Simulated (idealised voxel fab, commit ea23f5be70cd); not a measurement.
This is a process module. Its name is voxel wiring stack.
Pictured: cross-section cut, 300 nm wide, on a grid of 5 nm square cells.
Cross-section, as written here: a square-cell grid given band by band from the top down, where a band holds one or more rows of cells. Look at the band entry: it leads with the top's height and the bottom's height in nm. Then it lists the materials left to right, with a width in nm for each. The word "full width" on a single material says that material fills the band edge to edge. The word "air" is empty space. Height is counted from the level 0, under which the received wafer is composed throughout of one material. The lowest of the bands is not closed at the bottom but continues downward, in the notation "top 0, no bottom". Width: "30->40" (first number = top row, second number = bottom row, same change from row to row of cells). Where a step carries "remains unaltered", the cross-section came out of it unchanged, cell for cell. "Fully sealed voids" means: voids of 8 cells or more that are shut off from the top with no open way through. Written width x height at distance, distance from the left edge, in nm. The remark found on a step's line after its settings is issued by the simulator itself and pertains to that step. overlay nm: for a step with a mask, the amount by which the mask lay right of where it was planned; a negative amount means left of it. Below you will find pairs of cross-sections. In each, one shows the wafer before one process step and the other after it, with the after view ending at the lowest band that changed. Under each pair is the step separating them, along with its settings. Do not assume the pairs form a chain: they can come from different runs of this module on the same starting wafer, and a pair continues from the pair above it only when its "Pre-process" entry says so.
### Pre-process
    top 175, bottom 150 | W full width
    top 150, bottom 145 | TiN full width
    top 145, bottom 125 | 85 nm SiO2; 5 nm TiN; 5 nm Cu; 5 nm TiN; 20 nm SiO2; 5 nm TiN; 5 nm Cu; 5 nm TiN; 20 nm SiO2; 5 nm TiN; 5 nm Cu; 5 nm TiN; 20 nm SiO2; 5 nm TiN; 5 nm Cu; 5 nm TiN; 95 nm SiO2
    top 125, bottom 120 | 85 nm SiCN; 15 nm TiN; 20 nm SiCN; 15 nm TiN; 20 nm SiCN; 15 nm TiN; 20 nm SiCN; 15 nm TiN; 95 nm SiCN
    top 120, bottom 100 | 85 nm SiO2; 20 nm Ru; 15 nm SiO2; 20 nm Ru; 15 nm SiO2; 20 nm Ru; 15 nm SiO2; 20 nm Ru; 90 nm SiO2
    top 100, bottom 95 | 85 nm SiO2; 20 nm TiN; 15 nm SiO2; 20 nm TiN; 15 nm SiO2; 20 nm TiN; 15 nm SiO2; 20 nm TiN; 90 nm SiO2
    top 95, bottom 85 | 85 nm SiO2; 15 nm Ru; 20 nm SiO2; 15 nm Ru; 20 nm SiO2; 15 nm Ru; 20 nm SiO2; 15 nm Ru; 95 nm SiO2
    top 85, bottom 80 | 85 nm SiCN; 15 nm Ru; 20 nm SiCN; 15 nm Ru; 20 nm SiCN; 15 nm Ru; 20 nm SiCN; 15 nm Ru; 95 nm SiCN
    top 80, bottom 70 | 85 nm SiO2; 5 nm TiN; 10 nm Cu; 5 nm TiN; 15 nm SiO2; 5 nm TiN; 10 nm Cu; 5 nm TiN; 15 nm SiO2; 5 nm TiN; 10 nm Cu; 5 nm TiN; 15 nm SiO2; 5 nm TiN; 10 nm Cu; 5 nm TiN; 90 nm SiO2
    top 70, bottom 65 | 85 nm SiO2; 5 nm TiN; 5 nm Cu; 10 nm TiN; 15 nm SiO2; 5 nm TiN; 5 nm Cu; 10 nm TiN; 15 nm SiO2; 5 nm TiN; 5 nm Cu; 10 nm TiN; 15 nm SiO2; 5 nm TiN; 5 nm Cu; 10 nm TiN; 90 nm SiO2
    top 65, bottom 50 | 85 nm SiO2; 5 nm TiN; 5 nm Cu; 5 nm TiN; 20 nm SiO2; 5 nm TiN; 5 nm Cu; 5 nm TiN; 20 nm SiO2; 5 nm TiN; 5 nm Cu; 5 nm TiN; 20 nm SiO2; 5 nm TiN; 5 nm Cu; 5 nm TiN; 95 nm SiO2
    top 50, bottom 45 | 85 nm SiCN; 15 nm TiN; 20 nm SiCN; 15 nm TiN; 20 nm SiCN; 15 nm TiN; 20 nm SiCN; 15 nm TiN; 95 nm SiCN
    top 45, bottom 20 | 85 nm SiO2; 20 nm Ru; 15 nm SiO2; 20 nm Ru; 15 nm SiO2; 20 nm Ru; 15 nm SiO2; 20 nm Ru; 90 nm SiO2
    top 20, bottom 15 | 85 nm SiO2; 20 nm TiN; 15 nm SiO2; 20 nm TiN; 15 nm SiO2; 20 nm TiN; 15 nm SiO2; 20 nm TiN; 90 nm SiO2
    top 15, bottom 0 | SiO2 full width
    top 0, no bottom | Si full width
    Fully sealed voids: none
### Resultant Cross-Section
    top 175, bottom 160 | 85 nm air; 20 nm W; 15 nm air; 20 nm W; 15 nm air; 20 nm W; 15 nm air; 20 nm W; 90 nm air
    All layers under 160 are left as they were.
    Fully sealed voids: none
So what happens between those two cross-sections up there? MASKED_ETCH: tone cover, mask id METAL_4, width nm 20, pitch nm 35, etch materials W, depth nm 15, overlay nm 0
Pre-process: For the state before this step, see the after cross-section of the pair located directly above.
### Resultant Cross-Section
    top 180, bottom 175 | 80 nm air; 30 nm SiN; 5 nm air; 30 nm SiN; 5 nm air; 30 nm SiN; 5 nm air; 30 nm SiN; 85 nm air
    top 175, bottom 165 | 80 nm air; 5 nm SiN; 20 nm W; 5 nm SiN; 5 nm air; 5 nm SiN; 20 nm W; 5 nm SiN; 5 nm air; 5 nm SiN; 20 nm W; 5 nm SiN; 5 nm air; 5 nm SiN; 20 nm W; 5 nm SiN; 85 nm air
    top 165, bottom 160 | 85 nm SiN; 20 nm W; 15 nm SiN; 20 nm W; 15 nm SiN; 20 nm W; 15 nm SiN; 20 nm W; 90 nm SiN
    All layers under 160 are left as they were.
    Fully sealed voids: none
So what happens between those two cross-sections up there? CONFORMAL_DEP: material SiN, thk nm 5
Pre-process: For the state before this step, see the after cross-section of the pair located directly above.
### Resultant Cross-Section
    top 185, bottom 180 | lowk full width
    top 180, bottom 175 | 80 nm lowk; 30 nm SiN; 5 nm lowk; 30 nm SiN; 5 nm lowk; 30 nm SiN; 5 nm lowk; 30 nm SiN; 85 nm lowk
    top 175, bottom 165 | 80 nm lowk; 5 nm SiN; 20 nm W; 5 nm SiN; 5 nm lowk; 5 nm SiN; 20 nm W; 5 nm SiN; 5 nm lowk; 5 nm SiN; 20 nm W; 5 nm SiN; 5 nm lowk; 5 nm SiN; 20 nm W; 5 nm SiN; 85 nm lowk
    All layers under 165 are left as they were.
    Fully sealed voids: none
So what happens between those two cross-sections up there? FILL_DEP: material lowk, thk nm 5
Pre-process: For the state before this step, see the after cross-section of the pair located directly above.
### Resultant Cross-Section
    top 175, bottom 165 | 80 nm lowk; 5 nm SiN; 20 nm W; 5 nm SiN; 5 nm lowk; 5 nm SiN; 20 nm W; 5 nm SiN; 5 nm lowk; 5 nm SiN; 20 nm W; 5 nm SiN; 5 nm lowk; 5 nm SiN; 20 nm W; 5 nm SiN; 85 nm lowk
    All layers under 165 are left as they were.
    Fully sealed voids: none
So what happens between those two cross-sections up there? CMP: height nm 175
Pre-process: For the state before this step, see the after cross-section of the pair located directly above.
### Resultant Cross-Section
    top 180, bottom 175 | SiN full width
    All layers under 175 are left as they were.
    Fully sealed voids: none
So what happens between those two cross-sections up there? CONFORMAL_DEP: material SiN, thk nm 5
### Pre-process
    top 155, bottom 145 | aC full width
    top 145, bottom 125 | SiO2 full width
    top 125, bottom 120 | SiCN full width
    top 120, bottom 100 | 85 nm SiO2; 20 nm Ru; 15 nm SiO2; 20 nm Ru; 15 nm SiO2; 20 nm Ru; 15 nm SiO2; 20 nm Ru; 90 nm SiO2
    top 100, bottom 95 | 85 nm SiO2; 20 nm TiN; 15 nm SiO2; 20 nm TiN; 15 nm SiO2; 20 nm TiN; 15 nm SiO2; 20 nm TiN; 90 nm SiO2
    top 95, bottom 85 | 85 nm SiO2; 15 nm Ru; 20 nm SiO2; 15 nm Ru; 20 nm SiO2; 15 nm Ru; 20 nm SiO2; 15 nm Ru; 95 nm SiO2
    top 85, bottom 80 | 85 nm SiCN; 15 nm Ru; 20 nm SiCN; 15 nm Ru; 20 nm SiCN; 15 nm Ru; 20 nm SiCN; 15 nm Ru; 95 nm SiCN
    top 80, bottom 70 | 85 nm SiO2; 5 nm TiN; 10 nm Cu; 5 nm TiN; 15 nm SiO2; 5 nm TiN; 10 nm Cu; 5 nm TiN; 15 nm SiO2; 5 nm TiN; 10 nm Cu; 5 nm TiN; 15 nm SiO2; 5 nm TiN; 10 nm Cu; 5 nm TiN; 90 nm SiO2
    top 70, bottom 65 | 85 nm SiO2; 5 nm TiN; 5 nm Cu; 10 nm TiN; 15 nm SiO2; 5 nm TiN; 5 nm Cu; 10 nm TiN; 15 nm SiO2; 5 nm TiN; 5 nm Cu; 10 nm TiN; 15 nm SiO2; 5 nm TiN; 5 nm Cu; 10 nm TiN; 90 nm SiO2
    top 65, bottom 50 | 85 nm SiO2; 5 nm TiN; 5 nm Cu; 5 nm TiN; 20 nm SiO2; 5 nm TiN; 5 nm Cu; 5 nm TiN; 20 nm SiO2; 5 nm TiN; 5 nm Cu; 5 nm TiN; 20 nm SiO2; 5 nm TiN; 5 nm Cu; 5 nm TiN; 95 nm SiO2
    top 50, bottom 45 | 85 nm SiCN; 15 nm TiN; 20 nm SiCN; 15 nm TiN; 20 nm SiCN; 15 nm TiN; 20 nm SiCN; 15 nm TiN; 95 nm SiCN
    top 45, bottom 20 | 85 nm SiO2; 20 nm Ru; 15 nm SiO2; 20 nm Ru; 15 nm SiO2; 20 nm Ru; 15 nm SiO2; 20 nm Ru; 90 nm SiO2
    top 20, bottom 15 | 85 nm SiO2; 20 nm TiN; 15 nm SiO2; 20 nm TiN; 15 nm SiO2; 20 nm TiN; 15 nm SiO2; 20 nm TiN; 90 nm SiO2
    top 15, bottom 0 | SiO2 full width
    top 0, no bottom | Si full width
    Fully sealed voids: none
### Resultant Cross-Section
    top 180, bottom 155 | 85 nm resist; 20 nm air; 15 nm resist; 20 nm air; 15 nm resist; 20 nm air; 15 nm resist; 20 nm air; 90 nm resist
    All layers under 155 are left as they were.
    Fully sealed voids: none
So what happens between those two cross-sections up there? PATTERN: tone open, mask id PLUG_3, material resist, width nm 20, pitch nm 35, thk nm 25, overlay nm 0
Pre-process: For the state before this step, see the after cross-section of the pair located directly above.
### Resultant Cross-Section
    top 170, bottom 155 | 85 nm resist; 20 nm air; 15 nm resist; 20 nm air; 15 nm resist; 20 nm air; 15 nm resist; 20 nm air; 90 nm resist
    top 155, bottom 145 | 85 nm aC; 20 nm air; 15 nm aC; 20 nm air; 15 nm aC; 20 nm air; 15 nm aC; 20 nm air; 90 nm aC
    All layers under 145 are left as they were.
    Fully sealed voids: none
So what happens between those two cross-sections up there? DIRECTIONAL_ETCH: etch materials aC, depth nm 10
Pre-process: For the state before this step, see the after cross-section of the pair located directly above.
### Resultant Cross-Section
    top 155, bottom 145 | 85 nm aC; 20 nm air; 15 nm aC; 20 nm air; 15 nm aC; 20 nm air; 15 nm aC; 20 nm air; 90 nm aC
    All layers under 145 are left as they were.
    Fully sealed voids: none
So what happens between those two cross-sections up there? STRIP: etch materials resist
Pre-process: For the state before this step, see the after cross-section of the pair located directly above.
### Resultant Cross-Section
    top 155, bottom 145 | 85 nm aC; 20 nm air; 15 nm aC; 20 nm air; 15 nm aC; 20 nm air; 15 nm aC; 20 nm air; 90 nm aC
    top 145, bottom 125 | 85 nm SiO2; 20 nm air; 15 nm SiO2; 20 nm air; 15 nm SiO2; 20 nm air; 15 nm SiO2; 20 nm air; 90 nm SiO2
    All layers under 125 are left as they were.
    Fully sealed voids: none
So what happens between those two cross-sections up there? DIRECTIONAL_ETCH: etch materials SiO2, depth nm 20
Pre-process: For the state before this step, see the after cross-section of the pair located directly above.
### Resultant Cross-Section
    top 155, bottom 145 | 85 nm aC; 20 nm air; 15 nm aC; 20 nm air; 15 nm aC; 20 nm air; 15 nm aC; 20 nm air; 90 nm aC
    top 145, bottom 125 | 85 nm SiO2; 20 nm air; 15 nm SiO2; 20 nm air; 15 nm SiO2; 20 nm air; 15 nm SiO2; 20 nm air; 90 nm SiO2
    top 125, bottom 120 | 85 nm SiCN; 20 nm air; 15 nm SiCN; 20 nm air; 15 nm SiCN; 20 nm air; 15 nm SiCN; 20 nm air; 90 nm SiCN
    All layers under 120 are left as they were.
    Fully sealed voids: none
So what happens between those two cross-sections up there? DIRECTIONAL_ETCH: etch materials SiCN, depth nm 5
Pre-process: For the state before this step, see the after cross-section of the pair located directly above.
### Resultant Cross-Section
    top 145, bottom 125 | 85 nm SiO2; 20 nm air; 15 nm SiO2; 20 nm air; 15 nm SiO2; 20 nm air; 15 nm SiO2; 20 nm air; 90 nm SiO2
    All layers under 125 are left as they were.
    Fully sealed voids: none
So what happens between those two cross-sections up there? STRIP: etch materials aC
Pre-process: For the state before this step, see the after cross-section of the pair located directly above.
### Resultant Cross-Section
    top 150, bottom 145 | 90 nm TiN; 10 nm air; 25 nm TiN; 10 nm air; 25 nm TiN; 10 nm air; 25 nm TiN; 10 nm air; 95 nm TiN
    top 145, bottom 125 | 85 nm SiO2; 5 nm TiN; 10 nm air; 5 nm TiN; 15 nm SiO2; 5 nm TiN; 10 nm air; 5 nm TiN; 15 nm SiO2; 5 nm TiN; 10 nm air; 5 nm TiN; 15 nm SiO2; 5 nm TiN; 10 nm air; 5 nm TiN; 90 nm SiO2
    top 125, bottom 120 | 85 nm SiCN; 20 nm TiN; 15 nm SiCN; 20 nm TiN; 15 nm SiCN; 20 nm TiN; 15 nm SiCN; 20 nm TiN; 90 nm SiCN
    All layers under 120 are left as they were.
    Fully sealed voids: none
So what happens between those two cross-sections up there? CONFORMAL_DEP: material TiN, thk nm 5
Pre-process: For the state before this step, see the after cross-section of the pair located directly above.
### Resultant Cross-Section
    top 160, bottom 150 | Cu full width
    top 150, bottom 145 | 90 nm TiN; 10 nm Cu; 25 nm TiN; 10 nm Cu; 25 nm TiN; 10 nm Cu; 25 nm TiN; 10 nm Cu; 95 nm TiN
    top 145, bottom 125 | 85 nm SiO2; 5 nm TiN; 10 nm Cu; 5 nm TiN; 15 nm SiO2; 5 nm TiN; 10 nm Cu; 5 nm TiN; 15 nm SiO2; 5 nm TiN; 10 nm Cu; 5 nm TiN; 15 nm SiO2; 5 nm TiN; 10 nm Cu; 5 nm TiN; 90 nm SiO2
    All layers under 125 are left as they were.
    Fully sealed voids: none
So what happens between those two cross-sections up there? FILL_DEP: material Cu, thk nm 10
Pre-process: For the state before this step, see the after cross-section of the pair located directly above.
### Resultant Cross-Section
    top 145, bottom 125 | 85 nm SiO2; 5 nm TiN; 10 nm Cu; 5 nm TiN; 15 nm SiO2; 5 nm TiN; 10 nm Cu; 5 nm TiN; 15 nm SiO2; 5 nm TiN; 10 nm Cu; 5 nm TiN; 15 nm SiO2; 5 nm TiN; 10 nm Cu; 5 nm TiN; 90 nm SiO2
    All layers under 125 are left as they were.
    Fully sealed voids: none
So what happens between those two cross-sections up there? CMP: height nm 145
Pre-process: For the state before this step, see the after cross-section of the pair located directly above.
### Resultant Cross-Section
    top 150, bottom 145 | TiN full width
    All layers under 145 are left as they were.
    Fully sealed voids: none
So what happens between those two cross-sections up there? DIRECTIONAL_DEP: material TiN, thk nm 5
Pre-process: For the state before this step, see the after cross-section of the pair located directly above.
### Resultant Cross-Section
    top 175, bottom 150 | W full width
    All layers under 150 are left as they were.
    Fully sealed voids: none
So what happens between those two cross-sections up there? DIRECTIONAL_DEP: material W, thk nm 25
Pre-process: For the state before this step, see the after cross-section of the pair located directly above.
### Resultant Cross-Section
    top 175, bottom 150 | 85 nm air; 20 nm W; 15 nm air; 20 nm W; 15 nm air; 20 nm W; 15 nm air; 20 nm W; 90 nm air
    All layers under 150 are left as they were.
    Fully sealed voids: none
So what happens between those two cross-sections up there? MASKED_ETCH: tone cover, mask id METAL_4, width nm 20, pitch nm 35, etch materials W, depth nm 25, overlay nm 0
Pre-process: For the state before this step, see the after cross-section of the pair located directly above.
### Resultant Cross-Section
    top 175, bottom 150 | 85 nm air; 20 nm W; 15 nm air; 20 nm W; 15 nm air; 20 nm W; 15 nm air; 20 nm W; 90 nm air
    top 150, bottom 145 | 85 nm air; 20 nm TiN; 15 nm air; 20 nm TiN; 15 nm air; 20 nm TiN; 15 nm air; 20 nm TiN; 90 nm air
    All layers under 145 are left as they were.
    Fully sealed voids: none
So what happens between those two cross-sections up there? MASKED_ETCH: tone cover, mask id METAL_4, width nm 20, pitch nm 35, etch materials TiN, depth nm 5, overlay nm 0
Pre-process: For the state before this step, see the after cross-section of the pair located directly above.
### Resultant Cross-Section
    top 180, bottom 175 | 80 nm air; 30 nm SiN; 5 nm air; 30 nm SiN; 5 nm air; 30 nm SiN; 5 nm air; 30 nm SiN; 85 nm air
    top 175, bottom 150 | 80 nm air; 5 nm SiN; 20 nm W; 5 nm SiN; 5 nm air; 5 nm SiN; 20 nm W; 5 nm SiN; 5 nm air; 5 nm SiN; 20 nm W; 5 nm SiN; 5 nm air; 5 nm SiN; 20 nm W; 5 nm SiN; 85 nm air
    top 150, bottom 145 | 85 nm SiN; 20 nm TiN; 15 nm SiN; 20 nm TiN; 15 nm SiN; 20 nm TiN; 15 nm SiN; 20 nm TiN; 90 nm SiN
    All layers under 145 are left as they were.
    Fully sealed voids: none
So what happens between those two cross-sections up there? CONFORMAL_DEP: material SiN, thk nm 5
Pre-process: For the state before this step, see the after cross-section of the pair located directly above.
### Resultant Cross-Section
    top 185, bottom 180 | lowk full width
    top 180, bottom 175 | 80 nm lowk; 30 nm SiN; 5 nm lowk; 30 nm SiN; 5 nm lowk; 30 nm SiN; 5 nm lowk; 30 nm SiN; 85 nm lowk
    top 175, bottom 150 | 80 nm lowk; 5 nm SiN; 20 nm W; 5 nm SiN; 5 nm lowk; 5 nm SiN; 20 nm W; 5 nm SiN; 5 nm lowk; 5 nm SiN; 20 nm W; 5 nm SiN; 5 nm lowk; 5 nm SiN; 20 nm W; 5 nm SiN; 85 nm lowk
    All layers under 150 are left as they were.
    Fully sealed voids: none
So what happens between those two cross-sections up there? FILL_DEP: material lowk, thk nm 5
Pre-process: For the state before this step, see the after cross-section of the pair located directly above.
### Resultant Cross-Section
    top 175, bottom 150 | 80 nm lowk; 5 nm SiN; 20 nm W; 5 nm SiN; 5 nm lowk; 5 nm SiN; 20 nm W; 5 nm SiN; 5 nm lowk; 5 nm SiN; 20 nm W; 5 nm SiN; 5 nm lowk; 5 nm SiN; 20 nm W; 5 nm SiN; 85 nm lowk
    All layers under 150 are left as they were.
    Fully sealed voids: none
So what happens between those two cross-sections up there? CMP: height nm 175
Pre-process: For the state before this step, see the after cross-section of the pair located directly above.
### Resultant Cross-Section
    top 180, bottom 175 | SiN full width
    All layers under 175 are left as they were.
    Fully sealed voids: none
So what happens between those two cross-sections up there? CONFORMAL_DEP: material SiN, thk nm 5
### Pre-process
    top 175, bottom 150 | W full width
    top 150, bottom 145 | TiN full width
    top 145, bottom 125 | 85 nm SiO2; 5 nm TiN; 5 nm Cu; 5 nm TiN; 20 nm SiO2; 5 nm TiN; 5 nm Cu; 5 nm TiN; 20 nm SiO2; 5 nm TiN; 5 nm Cu; 5 nm TiN; 20 nm SiO2; 5 nm TiN; 5 nm Cu; 5 nm TiN; 95 nm SiO2
    top 125, bottom 120 | 85 nm SiCN; 15 nm TiN; 20 nm SiCN; 15 nm TiN; 20 nm SiCN; 15 nm TiN; 20 nm SiCN; 15 nm TiN; 95 nm SiCN
    top 120, bottom 100 | 85 nm SiO2; 20 nm Ru; 15 nm SiO2; 20 nm Ru; 15 nm SiO2; 20 nm Ru; 15 nm SiO2; 20 nm Ru; 90 nm SiO2
    top 100, bottom 95 | 85 nm SiO2; 20 nm TiN; 15 nm SiO2; 20 nm TiN; 15 nm SiO2; 20 nm TiN; 15 nm SiO2; 20 nm TiN; 90 nm SiO2
    top 95, bottom 85 | 85 nm SiO2; 15 nm Ru; 20 nm SiO2; 15 nm Ru; 20 nm SiO2; 15 nm Ru; 20 nm SiO2; 15 nm Ru; 95 nm SiO2
    top 85, bottom 80 | 85 nm SiCN; 15 nm Ru; 20 nm SiCN; 15 nm Ru; 20 nm SiCN; 15 nm Ru; 20 nm SiCN; 15 nm Ru; 95 nm SiCN
    top 80, bottom 70 | 85 nm SiO2; 5 nm TiN; 10 nm Cu; 5 nm TiN; 15 nm SiO2; 5 nm TiN; 10 nm Cu; 5 nm TiN; 15 nm SiO2; 5 nm TiN; 10 nm Cu; 5 nm TiN; 15 nm SiO2; 5 nm TiN; 10 nm Cu; 5 nm TiN; 90 nm SiO2
    top 70, bottom 65 | 85 nm SiO2; 5 nm TiN; 5 nm Cu; 10 nm TiN; 15 nm SiO2; 5 nm TiN; 5 nm Cu; 10 nm TiN; 15 nm SiO2; 5 nm TiN; 5 nm Cu; 10 nm TiN; 15 nm SiO2; 5 nm TiN; 5 nm Cu; 10 nm TiN; 90 nm SiO2
    top 65, bottom 50 | 85 nm SiO2; 5 nm TiN; 5 nm Cu; 5 nm TiN; 20 nm SiO2; 5 nm TiN; 5 nm Cu; 5 nm TiN; 20 nm SiO2; 5 nm TiN; 5 nm Cu; 5 nm TiN; 20 nm SiO2; 5 nm TiN; 5 nm Cu; 5 nm TiN; 95 nm SiO2
    top 50, bottom 45 | 85 nm SiCN; 15 nm TiN; 20 nm SiCN; 15 nm TiN; 20 nm SiCN; 15 nm TiN; 20 nm SiCN; 15 nm TiN; 95 nm SiCN
    top 45, bottom 20 | 85 nm SiO2; 20 nm Ru; 15 nm SiO2; 20 nm Ru; 15 nm SiO2; 20 nm Ru; 15 nm SiO2; 20 nm Ru; 90 nm SiO2
    top 20, bottom 15 | 85 nm SiO2; 20 nm TiN; 15 nm SiO2; 20 nm TiN; 15 nm SiO2; 20 nm TiN; 15 nm SiO2; 20 nm TiN; 90 nm SiO2
    top 15, bottom 0 | SiO2 full width
    top 0, no bottom | Si full width
    Fully sealed voids: none
### Resultant Cross-Section
    top 175, bottom 150 | 90 nm air; 20 nm W; 15 nm air; 20 nm W; 15 nm air; 20 nm W; 15 nm air; 20 nm W; 85 nm air
    All layers under 150 are left as they were.
    Fully sealed voids: none
So what happens between those two cross-sections up there? MASKED_ETCH: tone cover, mask id METAL_4, width nm 20, pitch nm 35, etch materials W, depth nm 25, overlay nm 5
Pre-process: For the state before this step, see the after cross-section of the pair located directly above.
### Resultant Cross-Section
    top 175, bottom 150 | 90 nm air; 20 nm W; 15 nm air; 20 nm W; 15 nm air; 20 nm W; 15 nm air; 20 nm W; 85 nm air
    top 150, bottom 145 | 85 nm air; 25 nm TiN; 10 nm air; 25 nm TiN; 10 nm air; 25 nm TiN; 10 nm air; 25 nm TiN; 85 nm air
    All layers under 145 are left as they were.
    Fully sealed voids: none
So what happens between those two cross-sections up there? MASKED_ETCH: tone cover, mask id METAL_4, width nm 20, pitch nm 35, etch materials TiN, depth nm 5, overlay nm 0
Pre-process: For the state before this step, see the after cross-section of the pair located directly above.
### Resultant Cross-Section
    top 180, bottom 175 | 85 nm air; 30 nm SiN; 5 nm air; 30 nm SiN; 5 nm air; 30 nm SiN; 5 nm air; 30 nm SiN; 80 nm air
    top 175, bottom 155 | 85 nm air; 5 nm SiN; 20 nm W; 5 nm SiN; 5 nm air; 5 nm SiN; 20 nm W; 5 nm SiN; 5 nm air; 5 nm SiN; 20 nm W; 5 nm SiN; 5 nm air; 5 nm SiN; 20 nm W; 5 nm SiN; 80 nm air
    top 155, bottom 150 | 80 nm air; 10 nm SiN; 20 nm W; 15 nm SiN; 20 nm W; 15 nm SiN; 20 nm W; 15 nm SiN; 20 nm W; 5 nm SiN; 80 nm air
    top 150, bottom 145 | 85 nm SiN; 25 nm TiN; 10 nm SiN; 25 nm TiN; 10 nm SiN; 25 nm TiN; 10 nm SiN; 25 nm TiN; 85 nm SiN
    All layers under 145 are left as they were.
    Fully sealed voids: none
So what happens between those two cross-sections up there? CONFORMAL_DEP: material SiN, thk nm 5
Pre-process: For the state before this step, see the after cross-section of the pair located directly above.
### Resultant Cross-Section
    top 185, bottom 180 | lowk full width
    top 180, bottom 175 | 85 nm lowk; 30 nm SiN; 5 nm lowk; 30 nm SiN; 5 nm lowk; 30 nm SiN; 5 nm lowk; 30 nm SiN; 80 nm lowk
    top 175, bottom 155 | 85 nm lowk; 5 nm SiN; 20 nm W; 5 nm SiN; 5 nm lowk; 5 nm SiN; 20 nm W; 5 nm SiN; 5 nm lowk; 5 nm SiN; 20 nm W; 5 nm SiN; 5 nm lowk; 5 nm SiN; 20 nm W; 5 nm SiN; 80 nm lowk
    top 155, bottom 150 | 80 nm lowk; 10 nm SiN; 20 nm W; 15 nm SiN; 20 nm W; 15 nm SiN; 20 nm W; 15 nm SiN; 20 nm W; 5 nm SiN; 80 nm lowk
    All layers under 150 are left as they were.
    Fully sealed voids: none
So what happens between those two cross-sections up there? FILL_DEP: material lowk, thk nm 5
Pre-process: For the state before this step, see the after cross-section of the pair located directly above.
### Resultant Cross-Section
    top 175, bottom 155 | 85 nm lowk; 5 nm SiN; 20 nm W; 5 nm SiN; 5 nm lowk; 5 nm SiN; 20 nm W; 5 nm SiN; 5 nm lowk; 5 nm SiN; 20 nm W; 5 nm SiN; 5 nm lowk; 5 nm SiN; 20 nm W; 5 nm SiN; 80 nm lowk
    All layers under 155 are left as they were.
    Fully sealed voids: none
So what happens between those two cross-sections up there? CMP: height nm 175
Pre-process: For the state before this step, see the after cross-section of the pair located directly above.
### Resultant Cross-Section
    top 180, bottom 175 | SiN full width
    All layers under 175 are left as they were.
    Fully sealed voids: none
So what happens between those two cross-sections up there? CONFORMAL_DEP: material SiN, thk nm 5
### Pre-process
    top 80, bottom 65 | 85 nm SiO2; 20 nm air; 15 nm SiO2; 20 nm air; 15 nm SiO2; 20 nm air; 15 nm SiO2; 20 nm air; 90 nm SiO2
    top 65, bottom 50 | 85 nm SiO2; 15 nm air; 20 nm SiO2; 15 nm air; 20 nm SiO2; 15 nm air; 20 nm SiO2; 15 nm air; 95 nm SiO2
    top 50, bottom 45 | 85 nm SiCN; 15 nm air; 20 nm SiCN; 15 nm air; 20 nm SiCN; 15 nm air; 20 nm SiCN; 15 nm air; 95 nm SiCN
    top 45, bottom 20 | 85 nm SiO2; 20 nm Ru; 15 nm SiO2; 20 nm Ru; 15 nm SiO2; 20 nm Ru; 15 nm SiO2; 20 nm Ru; 90 nm SiO2
    top 20, bottom 15 | 85 nm SiO2; 20 nm TiN; 15 nm SiO2; 20 nm TiN; 15 nm SiO2; 20 nm TiN; 15 nm SiO2; 20 nm TiN; 90 nm SiO2
    top 15, bottom 0 | SiO2 full width
    top 0, no bottom | Si full width
    Fully sealed voids: none
### Resultant Cross-Section
    top 85, bottom 80 | 90 nm SiCN; 10 nm air; 25 nm SiCN; 10 nm air; 25 nm SiCN; 10 nm air; 25 nm SiCN; 10 nm air; 95 nm SiCN
    top 80, bottom 70 | 85 nm SiO2; 5 nm SiCN; 10 nm air; 5 nm SiCN; 15 nm SiO2; 5 nm SiCN; 10 nm air; 5 nm SiCN; 15 nm SiO2; 5 nm SiCN; 10 nm air; 5 nm SiCN; 15 nm SiO2; 5 nm SiCN; 10 nm air; 5 nm SiCN; 90 nm SiO2
    top 70, bottom 65 | 85 nm SiO2; 5 nm SiCN; 5 nm air; 10 nm SiCN; 15 nm SiO2; 5 nm SiCN; 5 nm air; 10 nm SiCN; 15 nm SiO2; 5 nm SiCN; 5 nm air; 10 nm SiCN; 15 nm SiO2; 5 nm SiCN; 5 nm air; 10 nm SiCN; 90 nm SiO2
    top 65, bottom 50 | 85 nm SiO2; 5 nm SiCN; 5 nm air; 5 nm SiCN; 20 nm SiO2; 5 nm SiCN; 5 nm air; 5 nm SiCN; 20 nm SiO2; 5 nm SiCN; 5 nm air; 5 nm SiCN; 20 nm SiO2; 5 nm SiCN; 5 nm air; 5 nm SiCN; 95 nm SiO2
    top 50, bottom 45 | SiCN full width
    All layers under 45 are left as they were.
    Fully sealed voids: none
So what happens between those two cross-sections up there? CONFORMAL_DEP: material SiCN, thk nm 5
Pre-process: For the state before this step, see the after cross-section of the pair located directly above.
### Resultant Cross-Section
    top 95, bottom 85 | Cu full width
    top 85, bottom 80 | 90 nm SiCN; 10 nm Cu; 25 nm SiCN; 10 nm Cu; 25 nm SiCN; 10 nm Cu; 25 nm SiCN; 10 nm Cu; 95 nm SiCN
    top 80, bottom 70 | 85 nm SiO2; 5 nm SiCN; 10 nm Cu; 5 nm SiCN; 15 nm SiO2; 5 nm SiCN; 10 nm Cu; 5 nm SiCN; 15 nm SiO2; 5 nm SiCN; 10 nm Cu; 5 nm SiCN; 15 nm SiO2; 5 nm SiCN; 10 nm Cu; 5 nm SiCN; 90 nm SiO2
    top 70, bottom 65 | 85 nm SiO2; 5 nm SiCN; 5 nm Cu; 10 nm SiCN; 15 nm SiO2; 5 nm SiCN; 5 nm Cu; 10 nm SiCN; 15 nm SiO2; 5 nm SiCN; 5 nm Cu; 10 nm SiCN; 15 nm SiO2; 5 nm SiCN; 5 nm Cu; 10 nm SiCN; 90 nm SiO2
    top 65, bottom 50 | 85 nm SiO2; 5 nm SiCN; 5 nm Cu; 5 nm SiCN; 20 nm SiO2; 5 nm SiCN; 5 nm Cu; 5 nm SiCN; 20 nm SiO2; 5 nm SiCN; 5 nm Cu; 5 nm SiCN; 20 nm SiO2; 5 nm SiCN; 5 nm Cu; 5 nm SiCN; 95 nm SiO2
    All layers under 50 are left as they were.
    Fully sealed voids: none
So what happens between those two cross-sections up there? FILL_DEP: material Cu, thk nm 10
Pre-process: For the state before this step, see the after cross-section of the pair located directly above.
### Resultant Cross-Section
    top 80, bottom 70 | 85 nm SiO2; 5 nm SiCN; 10 nm Cu; 5 nm SiCN; 15 nm SiO2; 5 nm SiCN; 10 nm Cu; 5 nm SiCN; 15 nm SiO2; 5 nm SiCN; 10 nm Cu; 5 nm SiCN; 15 nm SiO2; 5 nm SiCN; 10 nm Cu; 5 nm SiCN; 90 nm SiO2
    All layers under 70 are left as they were.
    Fully sealed voids: none
So what happens between those two cross-sections up there? CMP: height nm 80
Pre-process: For the state before this step, see the after cross-section of the pair located directly above.
### Resultant Cross-Section
    top 85, bottom 80 | SiCN full width
    All layers under 80 are left as they were.
    Fully sealed voids: none
So what happens between those two cross-sections up there? CONFORMAL_DEP: material SiCN, thk nm 5
Pre-process: For the state before this step, see the after cross-section of the pair located directly above.
### Resultant Cross-Section
    top 95, bottom 85 | SiO2 full width
    All layers under 85 are left as they were.
    Fully sealed voids: none
So what happens between those two cross-sections up there? DIRECTIONAL_DEP: material SiO2, thk nm 10
